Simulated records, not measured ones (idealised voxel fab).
process module | voxel gate over fins
cross-section cut | 275 nm wide | cells 5 nm
A cross-section is a grid of square cells, given in bands from the top down. A band is one or more rows of cells.
Each band's line starts with the height of the band's top and of its bottom, in nm. Then come its materials from left to right, each with its width in nm. One material with "throughout" fills the band from edge to edge. "air" is empty space.
Height 0 is the level under which the wafer as received is all one material. The lowest band goes on downwards, as in "0 down".
A width such as "30 to 40" changes by the same amount from each row of cells to the next, from the band's top row to its bottom row.
"no change" after a step means that no cell of the cross-section changed.
closed voids: empty space of 8 cells or more with no open way to the top, each as width x height at its distance from the left edge, in nm
after a step's settings: what the simulator itself notes on the step
overlay nm, on a step with a mask: how far to the right of its planned place the mask lay; to the left if negative
plan
1 op RECEIVE | material Si
2 op CONFORMAL_DEP | material SiN | thk nm 10
3 op PATTERN | tone cover | mask id FINS | material resist | width nm 15 | pitch nm 50 | thk nm 15 | overlay nm 0
4 op DIRECTIONAL_ETCH | etch materials SiN | depth nm 10
5 op DIRECTIONAL_ETCH | etch materials Si | depth nm 40
6 op STRIP | etch materials resist
7 op OXIDIZE | depth nm 5
8 op FILL_DEP | material SiO2 | thk nm 5
9 op CMP | height nm 10
10 op DIRECTIONAL_DEP | material aC | thk nm 10
11 op PATTERN | tone open | mask id RAIL | material resist | width nm 15 | thk nm 30 | overlay nm 0
12 op DIRECTIONAL_ETCH | etch materials aC | depth nm 10
13 op STRIP | etch materials resist
14 op DIRECTIONAL_ETCH | etch materials SiO2 | depth nm 45
15 op STRIP | etch materials aC
16 op CONFORMAL_DEP | material TiN | thk nm 5
17 op FILL_DEP | material Ru | thk nm 5
18 op CMP | height nm 10
19 op SELECTIVE_ETCH | etch materials W Ru TiN | depth nm 30
20 op FILL_DEP | material SiO2 | thk nm 5
21 op CMP | height nm 10
22 op SELECTIVE_ETCH | etch materials SiO2 | depth nm 20
23 op STRIP | etch materials SiN
24 op CONFORMAL_DEP | material HfO2 | thk nm 5
25 op CONFORMAL_DEP | material TiN | thk nm 5
26 op CONFORMAL_DEP | material TiAl | thk nm 5
27 op CONFORMAL_DEP | material TiN | thk nm 5
28 op FILL_DEP | material W | thk nm 15
29 op CMP | height nm 30
30 op CONFORMAL_DEP | material SiCN | thk nm 5
as received, after step 1
  0 down: Si throughout
  closed voids: none
first wafer at the end, as planned
  35 to 30: SiCN throughout
  30 to 20: W throughout
  20 to 15: W 40 | TiN 45 | W 5 | TiN 45 | W 5 | TiN 45 | W 5 | TiN 45 | W 40
  15 to 10: W 40 | TiN 5 | TiAl 35 | TiN 5 | W 5 | TiN 5 | TiAl 35 | TiN 5 | W 5 | TiN 5 | TiAl 35 | TiN 5 | W 5 | TiN 5 | TiAl 35 | TiN 5 | W 40
  10 to 5: TiN 45 | TiAl 5 | TiN 25 | TiAl 5 | TiN 15 | TiAl 5 | TiN 25 | TiAl 5 | TiN 15 | TiAl 5 | TiN 25 | TiAl 5 | TiN 15 | TiAl 5 | TiN 25 | TiAl 5 | TiN 45
  5 to 0: TiAl 50 | TiN 5 | HfO2 15 | TiN 5 | TiAl 25 | TiN 5 | HfO2 15 | TiN 5 | TiAl 25 | TiN 5 | HfO2 15 | TiN 5 | TiAl 25 | TiN 5 | HfO2 15 | TiN 5 | TiAl 50
  0 to -5: TiN 55 | HfO2 5 | Si 5 | HfO2 5 | TiN 35 | HfO2 5 | Si 5 | HfO2 5 | TiN 35 | HfO2 5 | Si 5 | HfO2 5 | TiN 35 | HfO2 5 | Si 5 | HfO2 5 | TiN 55
  -5 to -10: HfO2 60 | Si 5 | HfO2 45 | Si 5 | HfO2 45 | Si 5 | HfO2 45 | Si 5 | HfO2 60
  -10 to -20: SiO2 60 | Si 5 | SiO2 45 | Si 5 | SiO2 45 | Si 5 | SiO2 45 | Si 5 | SiO2 60
  -20 to -30: SiO2 60 | Si 5 | SiO2 15 | TiN 5 | Ru 5 | TiN 5 | SiO2 15 | Si 5 | SiO2 45 | Si 5 | SiO2 45 | Si 5 | SiO2 60
  -30 to -35: SiO2 60 | Si 5 | SiO2 15 | TiN 15 | SiO2 15 | Si 5 | SiO2 45 | Si 5 | SiO2 45 | Si 5 | SiO2 60
  -35 to -45: SiO2 60 | Si 5 | SiO2 45 | Si 5 | SiO2 45 | Si 5 | SiO2 45 | Si 5 | SiO2 60
  -45 down: Si throughout
  closed voids: none
second wafer at the end: like start, like plan, one mistake
  35 to 30: SiCN throughout
  30 to 20: W throughout
  20 to 15: W 40 | TiN 45 | W 5 | TiN 45 | W 5 | TiN 45 | W 5 | TiN 45 | W 40
  15 to 10: W 40 | TiN 5 | TiAl 35 | TiN 5 | W 5 | TiN 5 | TiAl 35 | TiN 5 | W 5 | TiN 5 | TiAl 35 | TiN 5 | W 5 | TiN 5 | TiAl 35 | TiN 5 | W 40
  10 to 5: TiN 45 | TiAl 5 | TiN 25 | TiAl 5 | TiN 15 | TiAl 5 | TiN 25 | TiAl 5 | TiN 15 | TiAl 5 | TiN 25 | TiAl 5 | TiN 15 | TiAl 5 | TiN 25 | TiAl 5 | TiN 45
  5 to 0: TiAl 50 | TiN 5 | HfO2 15 | TiN 5 | TiAl 25 | TiN 5 | HfO2 15 | TiN 5 | TiAl 25 | TiN 5 | HfO2 15 | TiN 5 | TiAl 25 | TiN 5 | HfO2 15 | TiN 5 | TiAl 50
  0 to -5: TiN 55 | HfO2 5 | Si 5 | HfO2 5 | TiN 35 | HfO2 5 | Si 5 | HfO2 5 | TiN 35 | HfO2 5 | Si 5 | HfO2 5 | TiN 35 | HfO2 5 | Si 5 | HfO2 5 | TiN 55
  -5 to -10: HfO2 60 | Si 5 | HfO2 45 | Si 5 | HfO2 45 | Si 5 | HfO2 45 | Si 5 | HfO2 60
  -10 to -20: SiO2 60 | Si 5 | SiO2 45 | Si 5 | SiO2 45 | Si 5 | SiO2 45 | Si 5 | SiO2 60
  -20 to -30: SiO2 60 | Si 5 | SiO2 15 | TiN 5 | Ru 10 | TiN 5 | SiO2 10 | Si 5 | SiO2 45 | Si 5 | SiO2 45 | Si 5 | SiO2 60
  -30 to -35: SiO2 60 | Si 5 | SiO2 15 | TiN 20 | SiO2 10 | Si 5 | SiO2 45 | Si 5 | SiO2 45 | Si 5 | SiO2 60
  -35 to -45: SiO2 60 | Si 5 | SiO2 45 | Si 5 | SiO2 45 | Si 5 | SiO2 45 | Si 5 | SiO2 60
  -45 down: Si throughout
  closed voids: none
what went wrong: step 11 ran as: op PATTERN | tone open | mask id RAIL | material resist | width nm 20 | thk nm 30 | overlay nm 0
at the end the second wafer has, in cells: 2 more of Ru | 3 fewer of SiO2 | 1 more of TiN
